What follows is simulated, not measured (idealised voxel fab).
process module | voxel self aligned contacts
cross-section cut | 180 nm wide | cells 5 nm
A cross-section is a grid of square cells, given in bands from the top down. A band is one or more rows of cells.
Each band's line starts with the height of the band's top and of its bottom, in nm. Then come its materials from left to right, each with its width in nm. One material with "throughout" fills the band from edge to edge. "air" is empty space.
Height 0 is the level under which the wafer as received is all one material. The lowest band goes on downwards, as in "0 down".
A width such as "30 to 40" changes by the same amount from each row of cells to the next, from the band's top row to its bottom row.
"no change" after a step means that no cell of the cross-section changed.
closed voids: empty space of 8 cells or more with no open way to the top, each as width x height at its distance from the left edge, in nm
after a step's settings: what the simulator itself notes on the step
overlay nm, on a step with a mask: how far to the right of its planned place the mask lay; to the left if negative
plan
1 op RECEIVE | material Si
2 op CONFORMAL_DEP | material SiO2 | thk nm 5
3 op DIRECTIONAL_DEP | material polySi | thk nm 25
4 op DIRECTIONAL_DEP | material SiN | thk nm 20
5 op PATTERN | tone cover | mask id GATE | material resist | width nm 35 | pitch nm 70 | thk nm 15 | overlay nm 0
6 op DIRECTIONAL_ETCH | etch materials SiN | depth nm 20
7 op DIRECTIONAL_ETCH | etch materials polySi | depth nm 25
8 op STRIP | etch materials resist
9 op CONFORMAL_DEP | material SiN | thk nm 5
10 op DIRECTIONAL_ETCH | etch materials SiN | depth nm 5
11 op FILL_DEP | material SiO2 | thk nm 15
12 op CMP | height nm 60
13 op MASKED_ETCH | tone open | mask id CONTACT | width nm 55 | etch materials SiO2 | depth nm 60 | overlay nm 0
14 op CONFORMAL_DEP | material TiN | thk nm 5
15 op FILL_DEP | material W | thk nm 5
16 op CMP | height nm 60
17 op CONFORMAL_DEP | material SiN | thk nm 5
first wafer, as planned
as received, after step 1
  0 down: Si throughout
  closed voids: none
after step 2
  5 to 0: SiO2 throughout
  below 0: unchanged
after step 3
  30 to 5: polySi throughout
  below 5: unchanged
after step 4
  50 to 30: SiN throughout
  below 30: unchanged
after step 5
  65 to 50: air 35 | resist 35 | air 35 | resist 35 | air 40
  below 50: unchanged
after step 6
  65 to 50: air 35 | resist 35 | air 35 | resist 35 | air 40
  50 to 30: air 35 | SiN 35 | air 35 | SiN 35 | air 40
  below 30: unchanged
after step 7
  65 to 50: air 35 | resist 35 | air 35 | resist 35 | air 40
  50 to 30: air 35 | SiN 35 | air 35 | SiN 35 | air 40
  30 to 5: air 35 | polySi 35 | air 35 | polySi 35 | air 40
  below 5: unchanged
after step 8
  50 to 30: air 35 | SiN 35 | air 35 | SiN 35 | air 40
  below 30: unchanged
after step 9
  55 to 30: air 30 | SiN 45 | air 25 | SiN 45 | air 35
  30 to 10: air 30 | SiN 5 | polySi 35 | SiN 5 | air 25 | SiN 5 | polySi 35 | SiN 5 | air 35
  10 to 5: SiN 35 | polySi 35 | SiN 35 | polySi 35 | SiN 40
  below 5: unchanged
after step 10
  50 to 30: air 30 | SiN 45 | air 25 | SiN 45 | air 35
  30 to 5: air 30 | SiN 5 | polySi 35 | SiN 5 | air 25 | SiN 5 | polySi 35 | SiN 5 | air 35
  below 5: unchanged
after step 11
  65 to 50: SiO2 throughout
  50 to 30: SiO2 30 | SiN 45 | SiO2 25 | SiN 45 | SiO2 35
  30 to 5: SiO2 30 | SiN 5 | polySi 35 | SiN 5 | SiO2 25 | SiN 5 | polySi 35 | SiN 5 | SiO2 35
  below 5: unchanged
after step 12
  60 to 50: SiO2 throughout
  below 50: unchanged
after step 13
  60 to 50: SiO2 60 | air 55 | SiO2 65
  50 to 30: SiO2 30 | SiN 45 | air 25 | SiN 45 | SiO2 35
  30 to 5: SiO2 30 | SiN 5 | polySi 35 | SiN 5 | air 25 | SiN 5 | polySi 35 | SiN 5 | SiO2 35
  5 to 0: SiO2 75 | air 25 | SiO2 80
  below 0: unchanged
after step 14
  65 to 60: TiN 65 | air 45 | TiN 70
  60 to 50: SiO2 60 | TiN 5 to 20 | air 45 to 15 | TiN 5 to 20 | SiO2 65
  50 to 30: SiO2 30 | SiN 45 | TiN 5 | air 15 | TiN 5 | SiN 45 | SiO2 35
  30 to 5: SiO2 30 | SiN 5 | polySi 35 | SiN 5 | TiN 5 | air 15 | TiN 5 | SiN 5 | polySi 35 | SiN 5 | SiO2 35
  5 to 0: SiO2 75 | TiN 25 | SiO2 80
  below 0: unchanged
after step 15
  70 to 65: W throughout
  65 to 60: TiN 65 | W 45 | TiN 70
  60 to 50: SiO2 60 | TiN 5 to 20 | W 45 to 15 | TiN 5 to 20 | SiO2 65
  50 to 30: SiO2 30 | SiN 45 | TiN 5 | W 15 | TiN 5 | SiN 45 | SiO2 35
  30 to 5: SiO2 30 | SiN 5 | polySi 35 | SiN 5 | TiN 5 | W 15 | TiN 5 | SiN 5 | polySi 35 | SiN 5 | SiO2 35
  below 5: unchanged
after step 16
  60 to 50: SiO2 60 | TiN 5 to 20 | W 45 to 15 | TiN 5 to 20 | SiO2 65
  below 50: unchanged
after step 17
  65 to 60: SiN throughout
  below 60: unchanged
second wafer: like start, like plan, one mistake. Through step 4 it matches the first wafer
when step 5 should have ended
  65 to 50: air 30 | resist 45 | air 25 | resist 45 | air 35
  below 50: unchanged
when step 6 should have ended
  65 to 50: air 30 | resist 45 | air 25 | resist 45 | air 35
  50 to 30: air 30 | SiN 45 | air 25 | SiN 45 | air 35
  below 30: unchanged
when step 7 should have ended
  65 to 50: air 30 | resist 45 | air 25 | resist 45 | air 35
  50 to 30: air 30 | SiN 45 | air 25 | SiN 45 | air 35
  30 to 5: air 30 | polySi 45 | air 25 | polySi 45 | air 35
  below 5: unchanged
when step 8 should have ended
  50 to 30: air 30 | SiN 45 | air 25 | SiN 45 | air 35
  below 30: unchanged
when step 9 should have ended
  55 to 30: air 25 | SiN 55 | air 15 | SiN 55 | air 30
  30 to 10: air 25 | SiN 5 | polySi 45 | SiN 5 | air 15 | SiN 5 | polySi 45 | SiN 5 | air 30
  10 to 5: SiN 30 | polySi 45 | SiN 25 | polySi 45 | SiN 35
  below 5: unchanged
when step 10 should have ended
  50 to 30: air 25 | SiN 55 | air 15 | SiN 55 | air 30
  30 to 5: air 25 | SiN 5 | polySi 45 | SiN 5 | air 15 | SiN 5 | polySi 45 | SiN 5 | air 30
  below 5: unchanged
when step 11 should have ended
  65 to 50: SiO2 throughout
  50 to 30: SiO2 25 | SiN 55 | SiO2 15 | SiN 55 | SiO2 30
  30 to 5: SiO2 25 | SiN 5 | polySi 45 | SiN 5 | SiO2 15 | SiN 5 | polySi 45 | SiN 5 | SiO2 30
  below 5: unchanged
when step 12 should have ended
  60 to 50: SiO2 throughout
  below 50: unchanged
when step 13 should have ended
  60 to 50: SiO2 60 | air 55 | SiO2 65
  50 to 30: SiO2 25 | SiN 55 | air 15 | SiN 55 | SiO2 30
  30 to 5: SiO2 25 | SiN 5 | polySi 45 | SiN 5 | air 15 | SiN 5 | polySi 45 | SiN 5 | SiO2 30
  5 to 0: SiO2 80 | air 15 | SiO2 85
  below 0: unchanged
when step 14 should have ended
  65 to 60: TiN 65 | air 45 | TiN 70
  60 to 50: SiO2 60 | TiN 5 to 25 | air 45 to 5 | TiN 5 to 25 | SiO2 65
  50 to 30: SiO2 25 | SiN 55 | TiN 5 | air 5 | TiN 5 | SiN 55 | SiO2 30
  30 to 5: SiO2 25 | SiN 5 | polySi 45 | SiN 5 | TiN 5 | air 5 | TiN 5 | SiN 5 | polySi 45 | SiN 5 | SiO2 30
  5 to 0: SiO2 80 | TiN 15 | SiO2 85
  below 0: unchanged
when step 15 should have ended
  70 to 65: W throughout
  65 to 60: TiN 65 | W 45 | TiN 70
  60 to 50: SiO2 60 | TiN 5 to 25 | W 45 to 5 | TiN 5 to 25 | SiO2 65
  50 to 30: SiO2 25 | SiN 55 | TiN 5 | W 5 | TiN 5 | SiN 55 | SiO2 30
  30 to 5: SiO2 25 | SiN 5 | polySi 45 | SiN 5 | TiN 5 | W 5 | TiN 5 | SiN 5 | polySi 45 | SiN 5 | SiO2 30
  below 5: unchanged
when step 16 should have ended
  60 to 50: SiO2 60 | TiN 5 to 25 | W 45 to 5 | TiN 5 to 25 | SiO2 65
  below 50: unchanged
when step 17 should have ended
  65 to 60: SiN throughout
  below 60: unchanged
what went wrong: step 5 ran as: op PATTERN | tone cover | mask id GATE | material resist | width nm 45 | pitch nm 70 | thk nm 15 | overlay nm 0
at the end the second wafer has, in cells: 16 more of SiN | 16 fewer of SiO2 | 20 fewer of W | 20 more of polySi
